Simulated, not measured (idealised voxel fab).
The following process module bears the name voxel fin reveal.
In the cross-section labelled cut, the width is 300 nm and each square cell is 5 nm.
If you're reading a cross-section in this doc, picture square cells in a grid; it comes to you as bands, top ones listed first down to the bottom, and a band can be one or more rows of cells. Read a band's entry like this: the first values are the height of its top and the height of its bottom in nm, and what follows is the sequence of materials from left to right, each with its width in nm. Note that "air" is empty space, and that a single material marked "all across" reaches across the band from edge to edge. Beneath 0, the wafer as received is one material, and that level is where height counting begins. The lowest band goes on downward without a bottom; it is written like "top 0, no bottom". With a width like "30..40", each row of cells in the band differs from the next by the same amount, the top row carrying the first number and the bottom row the second. "changes: none" -> step changed no cross-section cell. Heads up: "Enclosed cavity list" only lists the empty pockets with no open path to the top that are 8 cells or more, and it writes them as width x height at distance, distance from the left edge, in nm. Formally, on a step line, whatever follows the settings is a remark that the simulator itself makes on the step. overlay nm: mask right of planned place by this much (step with mask). Neg. = left.
SET OUT BELOW ARE THE PLANNED STEPS OF THE PROCESS
1: RECEIVE,material Si
2: CONFORMAL_DEP,material SiN,thk nm 10
3: PATTERN,tone cover,mask id FINS,material resist,width nm 15,pitch nm 35,thk nm 20,overlay nm 0
4: DIRECTIONAL_ETCH,etch materials SiN,depth nm 10
5: DIRECTIONAL_ETCH,etch materials Si,depth nm 35
6: STRIP,etch materials resist
7: OXIDIZE,depth nm 5
8: FILL_DEP,material SiO2,thk nm 15
9: CMP,height nm 10
10: SELECTIVE_ETCH,etch materials SiO2,depth nm 25
11: STRIP,etch materials SiN
INCOMING WAFER IN CROSS-SECTION (STATE: AFTER STEP 1)
- top 0, no bottom = Si all across
- Enclosed cavity list: none
CROSS-SECTIONAL RESULT AFTER MODULE COMPLETION. NOTE: STARTING CONDITION AND PLAN ARE UNCHANGED FROM ABOVE; ONE PROCESSING MISTAKE WAS MADE
- top 0, bottom -15 = air=130; Si=5; air=30; Si=5; air=130
- top -15, bottom -25 = SiO2=100; air=30; Si=5; air=30; Si=5; air=30; SiO2=100
- top -25, bottom -40 = SiO2=130; Si=5; SiO2=30; Si=5; SiO2=130
- top -40, no bottom = Si all across
- Enclosed cavity list: none
So what did we get wrong on this run? steps 10 and 11 swapped
